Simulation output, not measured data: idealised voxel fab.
Module name: voxel lift off (process module)
In the cross-section labelled cut, the width is 210 nm and each square cell is 5 nm.
If you're reading a cross-section in this doc, picture square cells in a grid; it comes to you as bands, top ones listed first down to the bottom, and a band can be one or more rows of cells.
Band: top height; bottom height; in nm. Then, left to right: material with width in nm, for each material. "everywhere": a single material spanning edge to edge. "blank": empty space.
Heights from 0 (as-received wafer is one material below). Bottom band endless downward, as "0 -> down".
Per-row width for "30..40": begins at first number (top row of band), ends at second number (bottom row), increment between rows held constant.
What does "changes: none" mean for a step? It means no cell of the cross-section changed in that step.
The entry "Unvented internal voids" lists the empty spaces that cover at least 8 cells and have no open path to the top. Each is written as width x height at distance, where the distance is measured from the left edge and all three values are in nm.
Post-settings text on a step line: simulator's own remark regarding the step.
For masked steps, "overlay nm" on the step line gives how far right of plan the mask actually lay; a minus sign means it lay to the left.

The planned process steps are enumerated hereunder
- 1: RECEIVE | material Si
- 2: CONFORMAL_DEP | material SiO2 | thk nm 5
- 3: PATTERN | tone open | mask id LINES | material resist | width nm 20 | pitch nm 35 | thk nm 20 | overlay nm 0
- 4: DIRECTIONAL_DEP | material Ru | thk nm 5
- 5: STRIP | etch materials resist
- 6: CONFORMAL_DEP | material SiCN | thk nm 10

First of two wafers - as planned

Delivered wafer in cross-section: state after step 1
> 0 -> down = Si everywhere
> Unvented internal voids: none

State of the wafer after step 2, shown in cross-section
> 5 -> 0 = SiO2 everywhere
> Everything under 0 stays put, no change at all.

State of the wafer after step 3, shown in cross-section
> 25 -> 5 = resist 60 nm / blank 20 nm / resist 15 nm / blank 20 nm / resist 15 nm / blank 20 nm / resist 60 nm
> Everything under 5 stays put, no change at all.

State of the wafer after step 4, shown in cross-section
> 30 -> 25 = Ru 60 nm / blank 20 nm / Ru 15 nm / blank 20 nm / Ru 15 nm / blank 20 nm / Ru 60 nm
> 25 -> 10 = resist 60 nm / blank 20 nm / resist 15 nm / blank 20 nm / resist 15 nm / blank 20 nm / resist 60 nm
> 10 -> 5 = resist 60 nm / Ru 20 nm / resist 15 nm / Ru 20 nm / resist 15 nm / Ru 20 nm / resist 60 nm
> Everything under 5 stays put, no change at all.

State of the wafer after step 5, shown in cross-section
> 10 -> 5 = blank 60 nm / Ru 20 nm / blank 15 nm / Ru 20 nm / blank 15 nm / Ru 20 nm / blank 60 nm
> Everything under 5 stays put, no change at all.

State of the wafer after step 6, shown in cross-section
> 20 -> 15 = blank 50 nm / SiCN 110 nm / blank 50 nm
> 15 -> 10 = SiCN everywhere
> 10 -> 5 = SiCN 60 nm / Ru 20 nm / SiCN 15 nm / Ru 20 nm / SiCN 15 nm / Ru 20 nm / SiCN 60 nm
> Everything under 5 stays put, no change at all.

Wafer two of the pair: same origin, same plan, one error during the run; identical to wafer one up to and including step 2

Cross-sectional representation of the second wafer at the time designated in the plan for the completion of step 3
> 25 -> 5 = blank 60 nm / resist 20 nm / blank 15 nm / resist 20 nm / blank 15 nm / resist 20 nm / blank 60 nm
> Everything under 5 stays put, no change at all.

Cross-sectional representation of the second wafer at the time designated in the plan for the completion of step 4
> 30 -> 25 = blank 60 nm / Ru 20 nm / blank 15 nm / Ru 20 nm / blank 15 nm / Ru 20 nm / blank 60 nm
> 25 -> 10 = blank 60 nm / resist 20 nm / blank 15 nm / resist 20 nm / blank 15 nm / resist 20 nm / blank 60 nm
> 10 -> 5 = Ru 60 nm / resist 20 nm / Ru 15 nm / resist 20 nm / Ru 15 nm / resist 20 nm / Ru 60 nm
> Everything under 5 stays put, no change at all.

Cross-sectional representation of the second wafer at the time designated in the plan for the completion of step 5
> 10 -> 5 = Ru 60 nm / blank 20 nm / Ru 15 nm / blank 20 nm / Ru 15 nm / blank 20 nm / Ru 60 nm
> Everything under 5 stays put, no change at all.

Cross-sectional representation of the second wafer at the time designated in the plan for the completion of step 6
> 20 -> 10 = SiCN everywhere
> 10 -> 5 = Ru 60 nm / SiCN 20 nm / Ru 15 nm / SiCN 20 nm / Ru 15 nm / SiCN 20 nm / Ru 60 nm
> Everything under 5 stays put, no change at all.
In executing the process, a mistake was made relative to the plan: step 3 ran with different settings than intended, the actual operation and settings being PATTERN | tone cover | mask id LINES | material resist | width nm 20 | pitch nm 35 | thk nm 20 | overlay nm 0
FYI, end of process, the second wafer has more or fewer cells of some materials than the first: Ru: 18 more | SiCN: 2 more
